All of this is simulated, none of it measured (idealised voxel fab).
Process module under the name voxel quadruple lines
295 nm wide, 5 nm square cells: that's cross-section cut.
Cross-section = grid of square cells, listed top down in bands; band = one or more rows.
Per band: top height and bottom height in nm, followed by the left-to-right materials and their widths in nm; "throughout" marks a single material spanning edge to edge, "empty" marks empty space.
Measure heights from 0. That's the level where, below it, the as-received wafer is all one material. The lowest band is bottomless and extends downward; write it as in "0 down".
It should be noted that a width expressed as "30..40" varies in equal increments from row to row of cells within the band, taking the value of the first number at the top row and that of the second number at the bottom row.
Where a step carries "nothing different", the cross-section came out of it unchanged, cell for cell.
In the "Enclosed empty spaces" entry, you get each enclosed empty space of 8 cells or more, one with no open way to the top, written width x height at distance, distance from the left edge, in nm.
On a step's line, text after the settings is the simulator commenting on that step.
"overlay nm" on a masked step: distance the mask lay right of its planned place, negative for left.
# Set out below are the planned steps of the process
step 1: RECEIVE with material Si
step 2: CONFORMAL_DEP with material Al2O3, thk nm 5
step 3: DIRECTIONAL_DEP with material TiN, thk nm 15
step 4: DIRECTIONAL_DEP with material polySi, thk nm 20
step 5: DIRECTIONAL_DEP with material aC, thk nm 20
step 6: PATTERN with tone cover, mask id MANDREL, material resist, width nm 20, thk nm 30, overlay nm 0
step 7: DIRECTIONAL_ETCH with etch materials aC, depth nm 20
step 8: STRIP with etch materials resist
step 9: CONFORMAL_DEP with material SiO2, thk nm 10
step 10: DIRECTIONAL_ETCH with etch materials SiO2, depth nm 10
step 11: STRIP with etch materials aC
step 12: DIRECTIONAL_ETCH with etch materials polySi, depth nm 20
step 13: STRIP with etch materials SiO2
step 14: CONFORMAL_DEP with material SiCN, thk nm 10
step 15: DIRECTIONAL_ETCH with etch materials SiCN, depth nm 10
step 16: STRIP with etch materials polySi
step 17: DIRECTIONAL_ETCH with etch materials TiN, depth nm 15
step 18: STRIP with etch materials SiCN
Be aware that, although all wafers share a common starting state, the width nm at step 6 differs among them, and the plan displays the first wafer's value.
# So this is the first of several wafers, cross-sectioned as it came to us, meaning it's at the end of step 1
  0 down  Si throughout
  Enclosed empty spaces: none
# The figure below presents a cross-section of the first of several wafers at the conclusion of the module, following its last step, step 18
  20 to 5  115 of empty, then 10 of TiN, then 10 of empty, then 20 of TiN, then 10 of empty, then 10 of TiN, then 120 of empty
  5 to 0  Al2O3 throughout
  0 down  Si throughout
  Enclosed empty spaces: none
# Showing the last wafer in cross-section at the end of the module
  20 to 5  105 of empty, then 10 of TiN, then 10 of empty, then 10 of TiN, then 25 of empty, then 10 of TiN, then 10 of empty, then 10 of TiN, then 105 of empty
  5 to 0  Al2O3 throughout
  0 down  Si throughout
  Enclosed empty spaces: none
# Per wafer, end of module: cells gained (+) or lost (-) per material since receipt, then closed voids
width nm 20; +59 Al2O3; +24 TiN; Enclosed empty spaces: none
width nm 25; +59 Al2O3; +24 TiN; Enclosed empty spaces: none
width nm 30; +59 Al2O3; +24 TiN; Enclosed empty spaces: none
width nm 35; +59 Al2O3; +24 TiN; Enclosed empty spaces: none
width nm 40; +59 Al2O3; +24 TiN; Enclosed empty spaces: none
width nm 45; +59 Al2O3; +24 TiN; Enclosed empty spaces: none
